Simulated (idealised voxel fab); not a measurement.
This section sets out a process module, namely voxel gate over fins.
Cross-section cut spans 230 nm and uses square cells 5 nm in size.
Cross-section spec: square-cell grid; bands listed top down; each band is one or more rows. Band: top height; bottom height; in nm. Then, left to right: material with width in nm, for each material. "full width": a single material spanning edge to edge. "empty": empty space. Heights are expressed relative to 0, this being the level below which the as-received wafer comprises one material exclusively. The lowest band is unbounded in the downward direction and is denoted as in "top 0, no bottom". Width spec "30->40" -> top row of cells at first value, bottom row at second value, equal per-row change in between. Where a step carries "everything unchanged", the cross-section came out of it unchanged, cell for cell. In the "Cavities, sealed" entry, you get each enclosed empty space of 8 cells or more, one with no open way to the top, written width x height at distance, distance from the left edge, in nm. Step line, after settings: the simulator's comment on this step. You can add "overlay nm" to a step's line. For a step with a mask, it describes how far the mask lay to the right of its planned position, and a negative number describes a lay to the left.
The process steps that were planned are listed below:
1) RECEIVE with material Si
2) CONFORMAL_DEP with material SiN, thk nm 5
3) DIRECTIONAL_DEP with material aC, thk nm 10
4) PATTERN with tone cover, mask id FINS, material resist, width nm 15, pitch nm 45, thk nm 25, overlay nm 0
5) DIRECTIONAL_ETCH with etch materials aC, depth nm 10
6) STRIP with etch materials resist
7) DIRECTIONAL_ETCH with etch materials SiN, depth nm 5
8) DIRECTIONAL_ETCH with etch materials Si, depth nm 35
9) STRIP with etch materials aC
10) OXIDIZE with depth nm 5
11) FILL_DEP with material SiO2, thk nm 15
12) CMP with height nm 5
13) SELECTIVE_ETCH with etch materials SiO2, depth nm 20
14) STRIP with etch materials SiN
15) CONFORMAL_DEP with material HfO2, thk nm 5
16) CONFORMAL_DEP with material TiN, thk nm 5
17) FILL_DEP with material W, thk nm 15
18) CMP with height nm 20
19) CONFORMAL_DEP with material SiN, thk nm 5
Cross-sectional view of the wafer in its as-received condition, corresponding to the state after step 1:
- top 0, no bottom = Si full width
- Cavities, sealed: none
What the wafer looks like in cross-section after this module, when it starts as shown above and follows the plan above but one mistake is made in running it:
- top 25, bottom 20 = SiN full width
- top 20, bottom 10 = W full width
- top 10, bottom 5 = W 55, TiN 25, W 20, TiN 25, W 20, TiN 25, W 60
- top 5, bottom 0 = W 55, TiN 5, HfO2 15, TiN 5, W 20, TiN 5, HfO2 15, TiN 5, W 20, TiN 5, HfO2 15, TiN 5, W 60
- top 0, bottom -5 = W 55, TiN 5, HfO2 5, Si 5, HfO2 5, TiN 5, W 20, TiN 5, HfO2 5, Si 5, HfO2 5, TiN 5, W 20, TiN 5, HfO2 5, Si 5, HfO2 5, TiN 5, W 60
- top -5, bottom -10 = TiN 60, HfO2 5, Si 5, HfO2 5, TiN 30, HfO2 5, Si 5, HfO2 5, TiN 30, HfO2 5, Si 5, HfO2 5, TiN 65
- top -10, bottom -15 = HfO2 65, Si 5, HfO2 40, Si 5, HfO2 40, Si 5, HfO2 70
- top -15, bottom -30 = SiO2 65, Si 5, SiO2 40, Si 5, SiO2 40, Si 5, SiO2 70
- top -30, no bottom = Si full width
- Cavities, sealed: none
The mistake made against the process plan was this: note that step 8 departed from the planned setting and was carried out as DIRECTIONAL_ETCH with etch materials Si, depth nm 25
